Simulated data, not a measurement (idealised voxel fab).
The following is a process module called voxel air gaps.
In the cross-section labelled cut, the width is 245 nm and each square cell is 5 nm.
Format of a cross-section: grid, square cells. Given as bands. Order: top down. Band: one or more rows of cells.
Heads up on the band format: heights come first, top then bottom, in nm. After that it's the materials left to right, each with its width in nm. A single material flagged "edge to edge" fills the whole band edge to edge, and "empty" means there's empty space there.
Height datum 0, below which the as-received substrate wafer is one material. Lowest band open at the bottom, running downward: "0 and below".
Quick explanation for "30..40": the width changes in equal steps down the rows of cells, from the first number in the band's top row to the second number in its bottom row.
Key: "no alterations made" - step with no changed cell in the cross-section.
"Voids, sealed" means: voids of 8 cells or more that are shut off from the top with no open way through. Written width x height at distance, distance from the left edge, in nm.
Text after the settings on a step's line: the simulator's own remark on that step.
overlay nm: for a step with a mask, the amount by which the mask lay right of where it was planned; a negative amount means left of it.

Planned process steps:
1,RECEIVE, material Si
2,CONFORMAL_DEP, material SiO2, thk nm 15
3,CONFORMAL_DEP, material SiCN, thk nm 5
4,DIRECTIONAL_DEP, material lowk, thk nm 35
5,PATTERN, tone open, mask id LINES, material resist, width nm 25, pitch nm 55, thk nm 20, overlay nm 0
6,DIRECTIONAL_ETCH, etch materials lowk, depth nm 35
7,STRIP, etch materials resist
8,CONFORMAL_DEP, material TiN, thk nm 5
9,FILL_DEP, material W, thk nm 5
10,CMP, height nm 55
11,EPI, material Ru, thk nm 10
12,SELECTIVE_ETCH, etch materials lowk, depth nm 45
13,CONFORMAL_DEP, material SiCN, thk nm 5
For this document, wafers share an identical start and vary in the step 3 thk nm; the plan quotes the first wafer's value.

Received condition of the first of several wafers, sectioned: post-step 1:
  0 and below = Si edge to edge
  Voids, sealed: none

First of several wafers: cross-section at the end of the module, after step 13, its last step:
  70 down to 65 = empty 40 nm; SiCN 165 nm; empty 40 nm
  65 down to 55 = empty 40 nm; SiCN 5 nm; Ru 45 nm; SiCN 10 nm; Ru 45 nm; SiCN 10 nm; Ru 45 nm; SiCN 5 nm; empty 40 nm
  55 down to 50 = empty 40 nm; SiCN 15 nm; TiN 5 nm; W 15 nm; TiN 5 nm; SiCN 30 nm; TiN 5 nm; W 15 nm; TiN 5 nm; SiCN 30 nm; TiN 5 nm; W 15 nm; TiN 5 nm; SiCN 15 nm; empty 40 nm
  50 down to 25 = empty 50 nm; SiCN 5 nm; TiN 5 nm; W 15 nm; TiN 5 nm; SiCN 5 nm; empty 20 nm; SiCN 5 nm; TiN 5 nm; W 15 nm; TiN 5 nm; SiCN 5 nm; empty 20 nm; SiCN 5 nm; TiN 5 nm; W 15 nm; TiN 5 nm; SiCN 5 nm; empty 50 nm
  25 down to 20 = SiCN 55 nm; TiN 25 nm; SiCN 30 nm; TiN 25 nm; SiCN 30 nm; TiN 25 nm; SiCN 55 nm
  20 down to 15 = SiCN edge to edge
  15 down to 0 = SiO2 edge to edge
  0 and below = Si edge to edge
  Voids, sealed: 20 x 25 at 85; 20 x 25 at 140

At the end of the module, the last of several wafers in cross-section:
  70 down to 65 = empty 40 nm; SiCN 165 nm; empty 40 nm
  65 down to 55 = empty 40 nm; SiCN 5 nm; Ru 45 nm; SiCN 10 nm; Ru 45 nm; SiCN 10 nm; Ru 45 nm; SiCN 5 nm; empty 40 nm
  55 down to 50 = empty 40 nm; SiCN 15 nm; TiN 5 nm; W 15 nm; TiN 5 nm; SiCN 30 nm; TiN 5 nm; W 15 nm; TiN 5 nm; SiCN 30 nm; TiN 5 nm; W 15 nm; TiN 5 nm; SiCN 15 nm; empty 40 nm
  50 down to 40 = empty 50 nm; SiCN 5 nm; TiN 5 nm; W 15 nm; TiN 5 nm; SiCN 5 nm; empty 20 nm; SiCN 5 nm; TiN 5 nm; W 15 nm; TiN 5 nm; SiCN 5 nm; empty 20 nm; SiCN 5 nm; TiN 5 nm; W 15 nm; TiN 5 nm; SiCN 5 nm; empty 50 nm
  40 down to 35 = SiCN 55 nm; TiN 25 nm; SiCN 30 nm; TiN 25 nm; SiCN 30 nm; TiN 25 nm; SiCN 55 nm
  35 down to 15 = SiCN edge to edge
  15 down to 0 = SiO2 edge to edge
  0 and below = Si edge to edge
  Voids, sealed: 20 x 10 at 85; 20 x 10 at 140

Every row in this table is a wafer at the end of the module, and it gives, for each of the materials, the cells that wafer has gained (+) or lost (-) since it was received, then its closed voids:
thk nm 5, +54 Ru, +176 SiCN, +147 SiO2, +51 TiN, +54 W, Voids, sealed: 20 x 25 at 85; 20 x 25 at 140
thk nm 10, +54 Ru, +219 SiCN, +147 SiO2, +45 TiN, +45 W, Voids, sealed: 20 x 20 at 85; 20 x 20 at 140
thk nm 15, +54 Ru, +262 SiCN, +147 SiO2, +39 TiN, +36 W, Voids, sealed: 20 x 15 at 85; 20 x 15 at 140
thk nm 20, +54 Ru, +305 SiCN, +147 SiO2, +33 TiN, +27 W, Voids, sealed: 20 x 10 at 85; 20 x 10 at 140
